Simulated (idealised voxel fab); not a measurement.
The name of this process module is voxel double patterning.
Each square cell in cross-section cut measures 5 nm, and the section as a whole is 260 nm wide.
If you're reading a cross-section in this doc, picture square cells in a grid; it comes to you as bands, top ones listed first down to the bottom, and a band can be one or more rows of cells.
Heads up on the band format: heights come first, top then bottom, in nm. After that it's the materials left to right, each with its width in nm. A single material flagged "full width" fills the whole band edge to edge, and "blank" means there's empty space there.
Heights from 0 (as-received wafer is one material below). Bottom band endless downward, as "from 0 down".
A width given as "30..40" starts at the first number in the band's top row and ends at the second number in its bottom row, shifting by an equal amount at every step from row to row.
Given "all unchanged" for a step, no cell of the cross-section differs between before and after that step.
Empty spaces counting at least 8 cells and having no open way to the top are listed in "Closed void register". The notation width x height at distance is used for each, the distance being from the left edge and all three values in nm.
Read whatever lies past the settings on a step's line as the simulator's own remark about the step.
overlay nm: on a step with a mask, how far right of its planned place the mask lay; negative means left.
Plan
step 1: RECEIVE,material Si
step 2: CONFORMAL_DEP,material SiN,thk nm 10
step 3: DIRECTIONAL_DEP,material SiO2,thk nm 15
step 4: DIRECTIONAL_DEP,material SiCN,thk nm 10
step 5: PATTERN,tone open,mask id FIRST,material resist,width nm 15,pitch nm 50,thk nm 15,overlay nm 0
step 6: DIRECTIONAL_ETCH,etch materials SiCN,depth nm 10
step 7: STRIP,etch materials resist
step 8: DIRECTIONAL_DEP,material aC,thk nm 15
step 9: PATTERN,tone open,mask id SECOND,material resist,width nm 15,thk nm 35,overlay nm 0
step 10: DIRECTIONAL_ETCH,etch materials aC,depth nm 15
step 11: STRIP,etch materials resist
step 12: DIRECTIONAL_ETCH,etch materials SiCN,depth nm 10
step 13: STRIP,etch materials aC
step 14: DIRECTIONAL_ETCH,etch materials SiO2,depth nm 15
step 15: STRIP,etch materials SiCN
On the first of the two wafers: run conducted according to plan
Received-state cross-section, reflecting completion of step 1
> from 0 down  Si full width
> Closed void register: none
After step 2: wafer cross-section
> from 10 to 0  SiN full width
> Anything lower than 0 is untouched.
After step 3: wafer cross-section
> from 25 to 10  SiO2 full width
> Anything lower than 10 is untouched.
After step 4: wafer cross-section
> from 35 to 25  SiCN full width
> Anything lower than 25 is untouched.
After step 5: wafer cross-section
> from 50 to 35  95 resist, then 15 blank, then 35 resist, then 15 blank, then 100 resist
> Anything lower than 35 is untouched.
After step 6: wafer cross-section
> from 50 to 35  95 resist, then 15 blank, then 35 resist, then 15 blank, then 100 resist
> from 35 to 25  95 SiCN, then 15 blank, then 35 SiCN, then 15 blank, then 100 SiCN
> Anything lower than 25 is untouched.
After step 7: wafer cross-section
> from 35 to 25  95 SiCN, then 15 blank, then 35 SiCN, then 15 blank, then 100 SiCN
> Anything lower than 25 is untouched.
After step 8: wafer cross-section
> from 50 to 40  95 aC, then 15 blank, then 35 aC, then 15 blank, then 100 aC
> from 40 to 35  aC full width
> from 35 to 25  95 SiCN, then 15 aC, then 35 SiCN, then 15 aC, then 100 SiCN
> Anything lower than 25 is untouched.
After step 9: wafer cross-section
> from 85 to 50  120 resist, then 15 blank, then 125 resist
> from 50 to 40  95 aC, then 15 resist, then 35 aC, then 15 resist, then 100 aC
> Anything lower than 40 is untouched.
After step 10: wafer cross-section
> from 70 to 50  120 resist, then 15 blank, then 125 resist
> from 50 to 40  95 aC, then 15 resist, then 10 aC, then 15 blank, then 10 aC, then 15 resist, then 100 aC
> from 40 to 35  120 aC, then 15 blank, then 125 aC
> Anything lower than 35 is untouched.
After step 11: wafer cross-section
> from 50 to 40  95 aC, then 15 blank, then 10 aC, then 15 blank, then 10 aC, then 15 blank, then 100 aC
> Anything lower than 40 is untouched.
After step 12: wafer cross-section
> from 50 to 40  95 aC, then 15 blank, then 10 aC, then 15 blank, then 10 aC, then 15 blank, then 100 aC
> from 40 to 35  120 aC, then 15 blank, then 125 aC
> from 35 to 25  95 SiCN, then 15 aC, then 10 SiCN, then 15 blank, then 10 SiCN, then 15 aC, then 100 SiCN
> Anything lower than 25 is untouched.
After step 13: wafer cross-section
> from 35 to 25  95 SiCN, then 15 blank, then 10 SiCN, then 15 blank, then 10 SiCN, then 15 blank, then 100 SiCN
> Anything lower than 25 is untouched.
After step 14: wafer cross-section
> from 35 to 25  95 SiCN, then 15 blank, then 10 SiCN, then 15 blank, then 10 SiCN, then 15 blank, then 100 SiCN
> from 25 to 10  95 SiO2, then 15 blank, then 10 SiO2, then 15 blank, then 10 SiO2, then 15 blank, then 100 SiO2
> Anything lower than 10 is untouched.
After step 15: wafer cross-section
> from 25 to 10  95 SiO2, then 15 blank, then 10 SiO2, then 15 blank, then 10 SiO2, then 15 blank, then 100 SiO2
> Anything lower than 10 is untouched.
Companion wafer, the second of two: same beginning, same intended sequence, one mistake in carrying it out; through step 4 inclusive it tracks the first exactly
Second wafer, sectioned view, at step 5's planned end time
> from 50 to 35  90 resist, then 25 blank, then 25 resist, then 25 blank, then 95 resist
> Anything lower than 35 is untouched.
Second wafer, sectioned view, at step 6's planned end time
> from 50 to 35  90 resist, then 25 blank, then 25 resist, then 25 blank, then 95 resist
> from 35 to 25  90 SiCN, then 25 blank, then 25 SiCN, then 25 blank, then 95 SiCN
> Anything lower than 25 is untouched.
Second wafer, sectioned view, at step 7's planned end time
> from 35 to 25  90 SiCN, then 25 blank, then 25 SiCN, then 25 blank, then 95 SiCN
> Anything lower than 25 is untouched.
Second wafer, sectioned view, at step 8's planned end time
> from 50 to 40  90 aC, then 25 blank, then 25 aC, then 25 blank, then 95 aC
> from 40 to 35  aC full width
> from 35 to 25  90 SiCN, then 25 aC, then 25 SiCN, then 25 aC, then 95 SiCN
> Anything lower than 25 is untouched.
Second wafer, sectioned view, at step 9's planned end time
> from 85 to 50  120 resist, then 15 blank, then 125 resist
> from 50 to 40  90 aC, then 25 resist, then 25 aC, then 25 resist, then 95 aC
> Anything lower than 40 is untouched.
Second wafer, sectioned view, at step 10's planned end time
> from 70 to 50  120 resist, then 15 blank, then 125 resist
> from 50 to 40  90 aC, then 25 resist, then 5 aC, then 15 blank, then 5 aC, then 25 resist, then 95 aC
> from 40 to 35  120 aC, then 15 blank, then 125 aC
> Anything lower than 35 is untouched.
Second wafer, sectioned view, at step 11's planned end time
> from 50 to 40  90 aC, then 25 blank, then 5 aC, then 15 blank, then 5 aC, then 25 blank, then 95 aC
> Anything lower than 40 is untouched.
Second wafer, sectioned view, at step 12's planned end time
> from 50 to 40  90 aC, then 25 blank, then 5 aC, then 15 blank, then 5 aC, then 25 blank, then 95 aC
> from 40 to 35  120 aC, then 15 blank, then 125 aC
> from 35 to 25  90 SiCN, then 25 aC, then 5 SiCN, then 15 blank, then 5 SiCN, then 25 aC, then 95 SiCN
> Anything lower than 25 is untouched.
Second wafer, sectioned view, at step 13's planned end time
> from 35 to 25  90 SiCN, then 25 blank, then 5 SiCN, then 15 blank, then 5 SiCN, then 25 blank, then 95 SiCN
> Anything lower than 25 is untouched.
Second wafer, sectioned view, at step 14's planned end time
> from 35 to 25  90 SiCN, then 25 blank, then 5 SiCN, then 15 blank, then 5 SiCN, then 25 blank, then 95 SiCN
> from 25 to 10  90 SiO2, then 25 blank, then 5 SiO2, then 15 blank, then 5 SiO2, then 25 blank, then 95 SiO2
> Anything lower than 10 is untouched.
Second wafer, sectioned view, at step 15's planned end time
> from 25 to 10  90 SiO2, then 25 blank, then 5 SiO2, then 15 blank, then 5 SiO2, then 25 blank, then 95 SiO2
> Anything lower than 10 is untouched.
So what did we get wrong on this run? note that step 5 departed from the planned setting and was carried out as PATTERN,tone open,mask id FIRST,material resist,width nm 25,pitch nm 50,thk nm 15,overlay nm 0
Looking at both finished wafers in cells, the second ends up ahead of or behind the first on some materials: 12 fewer of SiO2
